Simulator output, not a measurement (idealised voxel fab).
The process module presented herein is designated voxel capacitor over wiring.
Displayed cross-section: cut, width of 160 nm, square cells sized 5 nm.
Each cross-section below is a grid of square cells, stated as bands in top-down order, with one or more rows of cells making up each band. This entry defines a band. It first specifies the height of the band's top and the height of its bottom in nm, and then specifies the band's materials from left to right, stating each material with its width in nm. The word "all across" identifies a single material that fills the band from edge to edge, while the word "air" identifies empty space. For the purposes of this specification, 0 denotes the height below which the wafer in its as-received condition is composed wholly of one material, and the lowermost band, lacking a lower limit, extends downward without end, as expressed in "0 nm and below". Width spec "30..40" -> top row of cells at first value, bottom row at second value, equal per-row change in between. Reading "no modifications" for a step: not a cell of the cross-section changed in it. For the entry "Enclosed void listing", the listed items are empty spaces with no open way to the top whose size is 8 cells or more; each item follows the pattern width x height at distance, where distance is from the left edge and all three are in nm. Whatever follows a step's settings on its line is a remark the simulator itself makes about that step. overlay nm: mask right of planned place by this much (step with mask). Neg. = left.
[Set out below are the planned steps of the process]
step 1: op RECEIVE | material Si
step 2: op CONFORMAL_DEP | material SiO2 | thk nm 15
step 3: op DIRECTIONAL_DEP | material TiN | thk nm 5
step 4: op DIRECTIONAL_DEP | material W | thk nm 20
step 5: op DIRECTIONAL_DEP | material aC | thk nm 15
step 6: op PATTERN | tone cover | mask id METAL_1 | material resist | width nm 30 | pitch nm 95 | thk nm 30 | overlay nm 0
step 7: op DIRECTIONAL_ETCH | etch materials aC | depth nm 15
step 8: op STRIP | etch materials resist
step 9: op DIRECTIONAL_ETCH | etch materials W | depth nm 20
step 10: op DIRECTIONAL_ETCH | etch materials TiN | depth nm 5
step 11: op STRIP | etch materials aC
step 12: op FILL_DEP | material lowk | thk nm 10
step 13: op CMP | height nm 40
step 14: op CONFORMAL_DEP | material SiCN | thk nm 5
step 15: op DIRECTIONAL_DEP | material SiO2 | thk nm 20
step 16: op PATTERN | tone open | mask id PLUG_1 | material resist | width nm 15 | thk nm 15 | overlay nm 0
step 17: op DIRECTIONAL_ETCH | etch materials SiO2 | depth nm 20
step 18: op DIRECTIONAL_ETCH | etch materials SiCN | depth nm 5
step 19: op STRIP | etch materials resist
step 20: op CONFORMAL_DEP | material TiN | thk nm 5
step 21: op FILL_DEP | material Cu | thk nm 10
step 22: op CMP | height nm 65
step 23: op DIRECTIONAL_DEP | material TiN | thk nm 10
step 24: op DIRECTIONAL_DEP | material SiN | thk nm 5
step 25: op DIRECTIONAL_DEP | material TiN | thk nm 5
step 26: op PATTERN | tone cover | mask id UPPER_PLATE | material resist | width nm 70 | thk nm 15 | overlay nm 0
step 27: op DIRECTIONAL_ETCH | etch materials TiN | depth nm 5
step 28: op DIRECTIONAL_ETCH | etch materials SiN | depth nm 5
step 29: op STRIP | etch materials resist
step 30: op PATTERN | tone cover | mask id LOWER_PLATE | material resist | width nm 80 | thk nm 15 | overlay nm 0
step 31: op DIRECTIONAL_ETCH | etch materials TiN | depth nm 10
step 32: op STRIP | etch materials resist
step 33: op FILL_DEP | material SiO2 | thk nm 20
step 34: op CMP | height nm 100
step 35: op MASKED_ETCH | tone open | mask id PLUG_2 | width nm 15 | etch materials SiO2 | depth nm 15 | overlay nm 0
step 36: op CONFORMAL_DEP | material TiN | thk nm 5
step 37: op FILL_DEP | material Ru | thk nm 10
step 38: op CMP | height nm 100
step 39: op CONFORMAL_DEP | material SiCN | thk nm 5
[Cross-section, incoming material, after step 1]
* 0 nm and below: Si all across
* Enclosed void listing: none
[End-of-module XS, first of two wafers, run as planned]
* 105 nm to 100 nm: SiCN all across
* 100 nm to 90 nm: 40 SiO2, 5 TiN, 5 Ru, 5 TiN, 105 SiO2
* 90 nm to 80 nm: 40..30 SiO2, 15..70 TiN, 105..60 SiO2
* 80 nm to 75 nm: 30 SiO2, 70 SiN, 60 SiO2
* 75 nm to 65 nm: 25 SiO2, 80 TiN, 55 SiO2
* 65 nm to 45 nm: 30 SiO2, 5 TiN, 5 Cu, 5 TiN, 115 SiO2
* 45 nm to 40 nm: 30 SiCN, 15 TiN, 115 SiCN
* 40 nm to 20 nm: 15 lowk, 30 W, 65 lowk, 30 W, 20 lowk
* 20 nm to 15 nm: 15 lowk, 30 TiN, 65 lowk, 30 TiN, 20 lowk
* 15 nm to 0 nm: SiO2 all across
* 0 nm and below: Si all across
* Enclosed void listing: none
[Cross-sectional view of the second of two wafers upon completion of the module. This wafer shared its starting condition and process plan with the first; one error was made during its execution]
* 105 nm to 100 nm: SiCN all across
* 100 nm to 90 nm: 40 SiO2, 5 TiN, 5 Ru, 5 TiN, 105 SiO2
* 90 nm to 80 nm: 40..30 SiO2, 15..70 TiN, 105..60 SiO2
* 80 nm to 75 nm: 30 SiO2, 70 SiN, 60 SiO2
* 75 nm to 65 nm: 25 SiO2, 80 TiN, 55 SiO2
* 65 nm to 45 nm: 30 SiO2, 5 TiN, 5 Cu, 5 TiN, 115 SiO2
* 45 nm to 40 nm: 30 SiCN, 15 TiN, 115 SiCN
* 40 nm to 20 nm: 15 W, 30 lowk, 65 W, 30 lowk, 20 W
* 20 nm to 15 nm: 15 TiN, 30 lowk, 65 TiN, 30 lowk, 20 TiN
* 15 nm to 0 nm: SiO2 all across
* 0 nm and below: Si all across
* Enclosed void listing: none
Where did the run depart from the plan? so step 6 ended up running with a different setting than we planned, it ran as op PATTERN | tone open | mask id METAL_1 | material resist | width nm 30 | pitch nm 95 | thk nm 30 | overlay nm 0
The second wafer ends with more or fewer cells of some materials than the first, per final count: TiN: 8 more, W: 32 more, lowk: 40 fewer
